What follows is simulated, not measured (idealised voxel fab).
Title: Process Module voxel self aligned vias
Section cut is 235 nm wide and gridded with 5 nm square cells.
A cross-section is a grid of square cells, given in bands from the top down. A band is one or more rows of cells.
Band: top and bottom heights (nm) first, top before bottom; then materials from left to right, widths in nm. "everywhere" marks a sole material filling the band edge to edge. "air" denotes empty space.
All heights in this document are referenced to 0, defined as the level beneath which the wafer, as received, consists entirely of one material. The lowest band is not bounded below; it extends indefinitely downward and is written in the form "z 0 and below".
So if you see something like "30 to 40" for the width, read it as the top row of the band sitting at the first number and the bottom row at the second, with every row in between moving by the same amount as the last.
"remained the same" after a step means that no cell of the cross-section changed.
Any empty space of 8 cells or more lacking an open way to the top shows up in "Trapped void list" as width x height at distance, distance from the left edge, in nm.
Where a step's line continues beyond its settings, the continuation is a remark by the simulator itself on that step.
What "overlay nm" on a step's line means: if the step has a mask, that mask lay this far to the right of its planned place, or, when the value is negative, to the left.

Process steps - plan
1,RECEIVE with material Si
2,CONFORMAL_DEP with material SiO2, thk nm 10
3,CONFORMAL_DEP with material SiCN, thk nm 5
4,DIRECTIONAL_DEP with material SiO2, thk nm 20
5,MASKED_ETCH with tone open, mask id LINES, width nm 25, pitch nm 70, etch materials SiO2, depth nm 20, overlay nm 0
6,CONFORMAL_DEP with material TiN, thk nm 5
7,FILL_DEP with material W, thk nm 10
8,CMP with height nm 35
9,SELECTIVE_ETCH with etch materials W Ru TiN, depth nm 5
10,FILL_DEP with material SiN, thk nm 5
11,CMP with height nm 35
12,DIRECTIONAL_DEP with material SiO2, thk nm 15
13,MASKED_ETCH with tone open, mask id VIAS, width nm 45, pitch nm 70, etch materials SiO2, depth nm 15, overlay nm 0
14,MASKED_ETCH with tone open, mask id VIAS, width nm 45, pitch nm 70, etch materials SiN, depth nm 5, overlay nm 0
15,CONFORMAL_DEP with material TiN, thk nm 5
16,FILL_DEP with material W, thk nm 10
17,CMP with height nm 50
18,CONFORMAL_DEP with material SiN, thk nm 5

First of the two wafers, run per plan

Cross-section of the wafer as it came to us, i.e., already through step 1
z 0 and below: Si everywhere
Trapped void list: none

Upon completion of step 2, the wafer appears in cross-section as shown
z 10 to 0: SiO2 everywhere
Note: structure below 0 unchanged.

Upon completion of step 3, the wafer appears in cross-section as shown
z 15 to 10: SiCN everywhere
Note: structure below 10 unchanged.

Upon completion of step 4, the wafer appears in cross-section as shown
z 35 to 15: SiO2 everywhere
Note: structure below 15 unchanged.

Upon completion of step 5, the wafer appears in cross-section as shown
z 35 to 15: SiO2=70, then air=25, then SiO2=45, then air=25, then SiO2=70
Note: structure below 15 unchanged.

Upon completion of step 6, the wafer appears in cross-section as shown
z 40 to 35: TiN=75, then air=15, then TiN=55, then air=15, then TiN=75
z 35 to 20: SiO2=70, then TiN=5, then air=15, then TiN=5, then SiO2=45, then TiN=5, then air=15, then TiN=5, then SiO2=70
z 20 to 15: SiO2=70, then TiN=25, then SiO2=45, then TiN=25, then SiO2=70
Note: structure below 15 unchanged.

Upon completion of step 7, the wafer appears in cross-section as shown
z 50 to 40: W everywhere
z 40 to 35: TiN=75, then W=15, then TiN=55, then W=15, then TiN=75
z 35 to 20: SiO2=70, then TiN=5, then W=15, then TiN=5, then SiO2=45, then TiN=5, then W=15, then TiN=5, then SiO2=70
Note: structure below 20 unchanged.

Upon completion of step 8, the wafer appears in cross-section as shown
z 35 to 20: SiO2=70, then TiN=5, then W=15, then TiN=5, then SiO2=45, then TiN=5, then W=15, then TiN=5, then SiO2=70
Note: structure below 20 unchanged.

Upon completion of step 9, the wafer appears in cross-section as shown
z 35 to 30: SiO2=70, then air=25, then SiO2=45, then air=25, then SiO2=70
Note: structure below 30 unchanged.

Upon completion of step 10, the wafer appears in cross-section as shown
z 40 to 35: SiN everywhere
z 35 to 30: SiO2=70, then SiN=25, then SiO2=45, then SiN=25, then SiO2=70
Note: structure below 30 unchanged.

Upon completion of step 11, the wafer appears in cross-section as shown
z 35 to 30: SiO2=70, then SiN=25, then SiO2=45, then SiN=25, then SiO2=70
Note: structure below 30 unchanged.

Upon completion of step 12, the wafer appears in cross-section as shown
z 50 to 35: SiO2 everywhere
Note: structure below 35 unchanged.

Upon completion of step 13, the wafer appears in cross-section as shown
z 50 to 35: SiO2=60, then air=45, then SiO2=25, then air=45, then SiO2=60
Note: structure below 35 unchanged.

Upon completion of step 14, the wafer appears in cross-section as shown
z 50 to 35: SiO2=60, then air=45, then SiO2=25, then air=45, then SiO2=60
z 35 to 30: SiO2=70, then air=25, then SiO2=45, then air=25, then SiO2=70
Note: structure below 30 unchanged.

Upon completion of step 15, the wafer appears in cross-section as shown
z 55 to 50: TiN=65, then air=35, then TiN=35, then air=35, then TiN=65
z 50 to 40: SiO2=60, then TiN=5, then air=35, then TiN=5, then SiO2=25, then TiN=5, then air=35, then TiN=5, then SiO2=60
z 40 to 35: SiO2=60, then TiN=15, then air=15, then TiN=15, then SiO2=25, then TiN=15, then air=15, then TiN=15, then SiO2=60
z 35 to 30: SiO2=70, then TiN=25, then SiO2=45, then TiN=25, then SiO2=70
Note: structure below 30 unchanged.

Upon completion of step 16, the wafer appears in cross-section as shown
z 65 to 55: W everywhere
z 55 to 50: TiN=65, then W=35, then TiN=35, then W=35, then TiN=65
z 50 to 40: SiO2=60, then TiN=5, then W=35, then TiN=5, then SiO2=25, then TiN=5, then W=35, then TiN=5, then SiO2=60
z 40 to 35: SiO2=60, then TiN=15, then W=15, then TiN=15, then SiO2=25, then TiN=15, then W=15, then TiN=15, then SiO2=60
Note: structure below 35 unchanged.

Upon completion of step 17, the wafer appears in cross-section as shown
z 50 to 40: SiO2=60, then TiN=5, then W=35, then TiN=5, then SiO2=25, then TiN=5, then W=35, then TiN=5, then SiO2=60
Note: structure below 40 unchanged.

Upon completion of step 18, the wafer appears in cross-section as shown
z 55 to 50: SiN everywhere
Note: structure below 50 unchanged.

Okay, second wafer. Nothing different at the start, nothing different in the plan, just one mistake somewhere in the running. As far as step 16, counting that step, it's the first wafer all over again

X-section, second wafer, when step 17 was due to finish: remained the same

X-section, second wafer, when step 18 was due to finish
z 70 to 65: SiN everywhere
Note: structure below 65 unchanged.
What went wrong in running the wafer? the plan's step 17 went unexecuted, having been skipped
at the end the second wafer has, in cells: TiN: 33 more, W: 108 more
